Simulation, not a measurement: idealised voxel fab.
Name of the process module below: voxel wiring stack
Cross-section cut: width 190 nm, square cells of 5 nm.
Cross-sections here: square-cell grids, written as top-down lists of bands, a band being one or more rows of cells. Heights first: top, then bottom, in nm. Then materials, left to right, each with a width in nm. "full width" on a single material: fills the band edge to edge. "blank": empty space. A quick word on heights: they are counted from 0, and under that level the wafer as it came to us is one material throughout. The lowest band is different from the rest in having no bottom; it simply continues downward, written as in "0 nm and below". A two-number width, for instance "30 to 40", indicates that the width is equal to the first number in the top row of the band and to the second number in the bottom row, and that it changes by a constant amount per row of cells. Take "nothing altered" at face value: in the step it is given for, the cross-section changed in none of its cells. Voids not open to the top, 8 cells minimum: see "Listed closed voids". Written width x height at distance; distance is from the left edge; nm. after a step's settings: what the simulator itself notes on the step. "overlay nm" answers the question of how far to the right of plan the mask lay on a step that has a mask, and when it is negative the answer is to the left.
[Process steps foreseen in the plan]
1,RECEIVE | material Si
2,CONFORMAL_DEP | material SiO2 | thk nm 10
3,DIRECTIONAL_DEP | material TiN | thk nm 5
4,DIRECTIONAL_DEP | material Ru | thk nm 20
5,PATTERN | tone cover | mask id METAL_1 | material resist | width nm 20 | pitch nm 45 | thk nm 20 | overlay nm 0
6,DIRECTIONAL_ETCH | etch materials Ru | depth nm 20
7,DIRECTIONAL_ETCH | etch materials TiN | depth nm 5
8,STRIP | etch materials resist
9,CONFORMAL_DEP | material SiN | thk nm 5
10,FILL_DEP | material SiO2 | thk nm 5
11,CMP | height nm 35
12,CONFORMAL_DEP | material SiCN | thk nm 5
13,DIRECTIONAL_DEP | material lowk | thk nm 35
14,DIRECTIONAL_DEP | material aC | thk nm 10
15,PATTERN | tone open | mask id METAL_2 | material resist | width nm 20 | pitch nm 45 | thk nm 25 | overlay nm 0
16,DIRECTIONAL_ETCH | etch materials aC | depth nm 10
17,STRIP | etch materials resist
18,DIRECTIONAL_ETCH | etch materials lowk | depth nm 20
19,STRIP | etch materials aC
20,MASKED_ETCH | tone open | mask id METAL_2_HOLES | width nm 15 | pitch nm 45 | etch materials lowk | depth nm 15 | overlay nm 0
21,MASKED_ETCH | tone open | mask id METAL_2_HOLES | width nm 15 | pitch nm 45 | etch materials SiCN | depth nm 5 | overlay nm 0
22,CONFORMAL_DEP | material TiN | thk nm 5
23,FILL_DEP | material Cu | thk nm 5
24,CMP | height nm 75
25,CONFORMAL_DEP | material SiN | thk nm 5
[The first of a set of two wafers, run to plan]
[As received (post step 1): cross-section]
	0 nm and below | Si full width
	Listed closed voids: none
[Cross-section of the wafer after step 2]
	10 nm to 0 nm | SiO2 full width
	Below a height of 0, the structure has not been altered.
[Cross-section of the wafer after step 3]
	15 nm to 10 nm | TiN full width
	Below a height of 10, the structure has not been altered.
[Cross-section of the wafer after step 4]
	35 nm to 15 nm | Ru full width
	Below a height of 15, the structure has not been altered.
[Cross-section of the wafer after step 5]
	55 nm to 35 nm | 60 nm blank | 20 nm resist | 25 nm blank | 20 nm resist | 65 nm blank
	Below a height of 35, the structure has not been altered.
[Cross-section of the wafer after step 6]
	55 nm to 35 nm | 60 nm blank | 20 nm resist | 25 nm blank | 20 nm resist | 65 nm blank
	35 nm to 15 nm | 60 nm blank | 20 nm Ru | 25 nm blank | 20 nm Ru | 65 nm blank
	Below a height of 15, the structure has not been altered.
[Cross-section of the wafer after step 7]
	55 nm to 35 nm | 60 nm blank | 20 nm resist | 25 nm blank | 20 nm resist | 65 nm blank
	35 nm to 15 nm | 60 nm blank | 20 nm Ru | 25 nm blank | 20 nm Ru | 65 nm blank
	15 nm to 10 nm | 60 nm blank | 20 nm TiN | 25 nm blank | 20 nm TiN | 65 nm blank
	Below a height of 10, the structure has not been altered.
[Cross-section of the wafer after step 8]
	35 nm to 15 nm | 60 nm blank | 20 nm Ru | 25 nm blank | 20 nm Ru | 65 nm blank
	Below a height of 15, the structure has not been altered.
[Cross-section of the wafer after step 9]
	40 nm to 35 nm | 55 nm blank | 30 nm SiN | 15 nm blank | 30 nm SiN | 60 nm blank
	35 nm to 15 nm | 55 nm blank | 5 nm SiN | 20 nm Ru | 5 nm SiN | 15 nm blank | 5 nm SiN | 20 nm Ru | 5 nm SiN | 60 nm blank
	15 nm to 10 nm | 60 nm SiN | 20 nm TiN | 25 nm SiN | 20 nm TiN | 65 nm SiN
	Below a height of 10, the structure has not been altered.
[Cross-section of the wafer after step 10]
	45 nm to 40 nm | SiO2 full width
	40 nm to 35 nm | 55 nm SiO2 | 30 nm SiN | 15 nm SiO2 | 30 nm SiN | 60 nm SiO2
	35 nm to 15 nm | 55 nm SiO2 | 5 nm SiN | 20 nm Ru | 5 nm SiN | 15 nm SiO2 | 5 nm SiN | 20 nm Ru | 5 nm SiN | 60 nm SiO2
	Below a height of 15, the structure has not been altered.
[Cross-section of the wafer after step 11]
	35 nm to 15 nm | 55 nm SiO2 | 5 nm SiN | 20 nm Ru | 5 nm SiN | 15 nm SiO2 | 5 nm SiN | 20 nm Ru | 5 nm SiN | 60 nm SiO2
	Below a height of 15, the structure has not been altered.
[Cross-section of the wafer after step 12]
	40 nm to 35 nm | SiCN full width
	Below a height of 35, the structure has not been altered.
[Cross-section of the wafer after step 13]
	75 nm to 40 nm | lowk full width
	Below a height of 40, the structure has not been altered.
[Cross-section of the wafer after step 14]
	85 nm to 75 nm | aC full width
	Below a height of 75, the structure has not been altered.
[Cross-section of the wafer after step 15]
	110 nm to 85 nm | 60 nm resist | 20 nm blank | 25 nm resist | 20 nm blank | 65 nm resist
	Below a height of 85, the structure has not been altered.
[Cross-section of the wafer after step 16]
	100 nm to 85 nm | 60 nm resist | 20 nm blank | 25 nm resist | 20 nm blank | 65 nm resist
	85 nm to 75 nm | 60 nm aC | 20 nm blank | 25 nm aC | 20 nm blank | 65 nm aC
	Below a height of 75, the structure has not been altered.
[Cross-section of the wafer after step 17]
	85 nm to 75 nm | 60 nm aC | 20 nm blank | 25 nm aC | 20 nm blank | 65 nm aC
	Below a height of 75, the structure has not been altered.
[Cross-section of the wafer after step 18]
	85 nm to 75 nm | 60 nm aC | 20 nm blank | 25 nm aC | 20 nm blank | 65 nm aC
	75 nm to 55 nm | 60 nm lowk | 20 nm blank | 25 nm lowk | 20 nm blank | 65 nm lowk
	Below a height of 55, the structure has not been altered.
[Cross-section of the wafer after step 19]
	75 nm to 55 nm | 60 nm lowk | 20 nm blank | 25 nm lowk | 20 nm blank | 65 nm lowk
	Below a height of 55, the structure has not been altered.
[Cross-section of the wafer after step 20]
	75 nm to 55 nm | 60 nm lowk | 20 nm blank | 25 nm lowk | 20 nm blank | 65 nm lowk
	55 nm to 40 nm | 60 nm lowk | 15 nm blank | 30 nm lowk | 15 nm blank | 70 nm lowk
	Below a height of 40, the structure has not been altered.
[Cross-section of the wafer after step 21]
	75 nm to 55 nm | 60 nm lowk | 20 nm blank | 25 nm lowk | 20 nm blank | 65 nm lowk
	55 nm to 40 nm | 60 nm lowk | 15 nm blank | 30 nm lowk | 15 nm blank | 70 nm lowk
	40 nm to 35 nm | 60 nm SiCN | 15 nm blank | 30 nm SiCN | 15 nm blank | 70 nm SiCN
	Below a height of 35, the structure has not been altered.
[Cross-section of the wafer after step 22]
	80 nm to 75 nm | 65 nm TiN | 10 nm blank | 35 nm TiN | 10 nm blank | 70 nm TiN
	75 nm to 60 nm | 60 nm lowk | 5 nm TiN | 10 nm blank | 5 nm TiN | 25 nm lowk | 5 nm TiN | 10 nm blank | 5 nm TiN | 65 nm lowk
	60 nm to 55 nm | 60 nm lowk | 5 nm TiN | 5 nm blank | 10 nm TiN | 25 nm lowk | 5 nm TiN | 5 nm blank | 10 nm TiN | 65 nm lowk
	55 nm to 40 nm | 60 nm lowk | 5 nm TiN | 5 nm blank | 5 nm TiN | 30 nm lowk | 5 nm TiN | 5 nm blank | 5 nm TiN | 70 nm lowk
	40 nm to 35 nm | 60 nm SiCN | 15 nm TiN | 30 nm SiCN | 15 nm TiN | 70 nm SiCN
	Below a height of 35, the structure has not been altered.
[Cross-section of the wafer after step 23]
	85 nm to 80 nm | Cu full width
	80 nm to 75 nm | 65 nm TiN | 10 nm Cu | 35 nm TiN | 10 nm Cu | 70 nm TiN
	75 nm to 60 nm | 60 nm lowk | 5 nm TiN | 10 nm Cu | 5 nm TiN | 25 nm lowk | 5 nm TiN | 10 nm Cu | 5 nm TiN | 65 nm lowk
	60 nm to 55 nm | 60 nm lowk | 5 nm TiN | 5 nm Cu | 10 nm TiN | 25 nm lowk | 5 nm TiN | 5 nm Cu | 10 nm TiN | 65 nm lowk
	55 nm to 40 nm | 60 nm lowk | 5 nm TiN | 5 nm Cu | 5 nm TiN | 30 nm lowk | 5 nm TiN | 5 nm Cu | 5 nm TiN | 70 nm lowk
	Below a height of 40, the structure has not been altered.
[Cross-section of the wafer after step 24]
	75 nm to 60 nm | 60 nm lowk | 5 nm TiN | 10 nm Cu | 5 nm TiN | 25 nm lowk | 5 nm TiN | 10 nm Cu | 5 nm TiN | 65 nm lowk
	Below a height of 60, the structure has not been altered.
[Cross-section of the wafer after step 25]
	80 nm to 75 nm | SiN full width
	Below a height of 75, the structure has not been altered.
[The second wafer began exactly as the first did and followed the same plan, but one mistake was made while running it; through step 12 inclusive, the two wafers are identical]
[Cross-section of the second wafer corresponding to the planned conclusion of step 13]
	50 nm to 40 nm | aC full width
	Below a height of 40, the structure has not been altered.
[Cross-section of the second wafer corresponding to the planned conclusion of step 14]
	85 nm to 50 nm | lowk full width
	Below a height of 50, the structure has not been altered.
[Cross-section of the second wafer corresponding to the planned conclusion of step 15]
	110 nm to 85 nm | 60 nm resist | 20 nm blank | 25 nm resist | 20 nm blank | 65 nm resist
	Below a height of 85, the structure has not been altered.
[Cross-section of the second wafer corresponding to the planned conclusion of step 16]
	100 nm to 85 nm | 60 nm resist | 20 nm blank | 25 nm resist | 20 nm blank | 65 nm resist
	Below a height of 85, the structure has not been altered.
[Cross-section of the second wafer corresponding to the planned conclusion of step 17]
	85 nm to 50 nm | lowk full width
	Below a height of 50, the structure has not been altered.
[Cross-section of the second wafer corresponding to the planned conclusion of step 18]
	65 nm to 50 nm | lowk full width
	Below a height of 50, the structure has not been altered.
Cross-section of the second wafer corresponding to the planned conclusion of step 19: nothing altered
[Cross-section of the second wafer corresponding to the planned conclusion of step 20]
	65 nm to 50 nm | 60 nm lowk | 15 nm blank | 30 nm lowk | 15 nm blank | 70 nm lowk
	Below a height of 50, the structure has not been altered.
Cross-section of the second wafer corresponding to the planned conclusion of step 21: nothing altered
[Cross-section of the second wafer corresponding to the planned conclusion of step 22]
	70 nm to 65 nm | 65 nm TiN | 5 nm blank | 40 nm TiN | 5 nm blank | 75 nm TiN
	65 nm to 55 nm | 60 nm lowk | 5 nm TiN | 5 nm blank | 5 nm TiN | 30 nm lowk | 5 nm TiN | 5 nm blank | 5 nm TiN | 70 nm lowk
	55 nm to 50 nm | 60 nm lowk | 15 nm TiN | 30 nm lowk | 15 nm TiN | 70 nm lowk
	Below a height of 50, the structure has not been altered.
[Cross-section of the second wafer corresponding to the planned conclusion of step 23]
	75 nm to 70 nm | Cu full width
	70 nm to 65 nm | 65 nm TiN | 5 nm Cu | 40 nm TiN | 5 nm Cu | 75 nm TiN
	65 nm to 55 nm | 60 nm lowk | 5 nm TiN | 5 nm Cu | 5 nm TiN | 30 nm lowk | 5 nm TiN | 5 nm Cu | 5 nm TiN | 70 nm lowk
	Below a height of 55, the structure has not been altered.
Cross-section of the second wafer corresponding to the planned conclusion of step 24: nothing altered
[Cross-section of the second wafer corresponding to the planned conclusion of step 25]
	80 nm to 75 nm | SiN full width
	Below a height of 75, the structure has not been altered.
Want to know what went wrong? steps 13 and 14 were swapped
End of process, cell counts, second wafer against first, materials with more or fewer: +24 Cu | +6 SiCN | +14 TiN | +76 aC | -120 lowk
